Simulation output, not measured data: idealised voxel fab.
Process module, titled voxel self aligned contacts
Section cut is 260 nm wide and gridded with 5 nm square cells.
Cross-section = grid of square cells, listed top down in bands; band = one or more rows.
This entry defines a band. It first specifies the height of the band's top and the height of its bottom in nm, and then specifies the band's materials from left to right, stating each material with its width in nm. The word "all across" identifies a single material that fills the band from edge to edge, while the word "air" identifies empty space.
Ref level 0: as-received wafer is one material below here. Bottom band extends down with no lower bound ("0 and below").
A width given as "30->40" starts at the first number in the band's top row and ends at the second number in its bottom row, shifting by an equal amount at every step from row to row.
Basically "no change" means that step didn't change any cell in the cross-section.
Reported under the label "Enclosed voids" are the empty spaces having no open way to the top and comprising 8 cells or more; the notation for each is width x height at distance, in which the distance is measured from the left edge and all three values are in nm.
Post-settings text on a step line: simulator's own remark regarding the step.
When a step includes a mask, the "overlay nm" setting on its line states how far to the right of its planned place that mask lay, and negative values state how far to the left.

## Planned step list for the process
1: RECEIVE, material Si
2: CONFORMAL_DEP, material SiO2, thk nm 5
3: DIRECTIONAL_DEP, material polySi, thk nm 25
4: DIRECTIONAL_DEP, material SiN, thk nm 20
5: DIRECTIONAL_DEP, material aC, thk nm 10
6: PATTERN, tone cover, mask id GATE, material resist, width nm 25, pitch nm 70, thk nm 25, overlay nm 0
7: DIRECTIONAL_ETCH, etch materials aC, depth nm 10
8: STRIP, etch materials resist
9: DIRECTIONAL_ETCH, etch materials SiN, depth nm 20
10: DIRECTIONAL_ETCH, etch materials polySi, depth nm 25
11: STRIP, etch materials aC
12: CONFORMAL_DEP, material SiN, thk nm 10
13: DIRECTIONAL_ETCH, etch materials SiN, depth nm 10
14: FILL_DEP, material SiO2, thk nm 15
15: CMP, height nm 55
16: MASKED_ETCH, tone open, mask id CONTACT, width nm 55, etch materials SiO2, depth nm 55, overlay nm 0
17: CONFORMAL_DEP, material TiN, thk nm 5
18: FILL_DEP, material W, thk nm 5
19: CMP, height nm 55
20: CONFORMAL_DEP, material SiCN, thk nm 5

## Delivered wafer in cross-section: state after step 1
	0 and below: Si all across
	Enclosed voids: none

## Post-module cross-section of the first of two wafers (run per plan)
	60 down to 55: SiCN all across
	55 down to 50: SiO2 100 / TiN 20 / W 15 / TiN 20 / SiO2 105
	50 down to 30: SiO2 70 / SiN 45 / TiN 5 / W 15 / TiN 5 / SiN 45 / SiO2 75
	30 down to 5: SiO2 70 / SiN 10 / polySi 25 / SiN 10 / TiN 5 / W 15 / TiN 5 / SiN 10 / polySi 25 / SiN 10 / SiO2 75
	5 down to 0: SiO2 115 / TiN 25 / SiO2 120
	0 and below: Si all across
	Enclosed voids: none

## Now the second wafer, cross-sectioned at the end of the module. Nothing different at the start, nothing different in the plan compared with the first, just one mistake when it was actually run
	60 down to 55: SiCN all across
	55 down to 50: SiO2 100 / TiN 20 / W 15 / TiN 20 / SiO2 105
	50 down to 30: SiO2 70 / SiN 45 / TiN 5 / W 15 / TiN 5 / SiN 45 / SiO2 75
	30 down to 10: SiO2 70 / SiN 10 / polySi 25 / SiN 10 / TiN 5 / W 15 / TiN 5 / SiN 10 / polySi 25 / SiN 10 / SiO2 75
	10 down to 5: SiO2 70 / SiN 10 / polySi 25 / SiN 10 / TiN 25 / SiN 10 / polySi 25 / SiN 10 / SiO2 75
	5 down to 0: polySi all across
	0 and below: Si all across
	Enclosed voids: none
Here's what went sideways: in deviation from the planned setting, step 2 was conducted as CONFORMAL_DEP, material polySi, thk nm 5
Final wafer comparison in cells, second versus first, more or fewer per material: SiO2: 47 fewer | TiN: 2 fewer | W: 3 fewer | polySi: 52 more
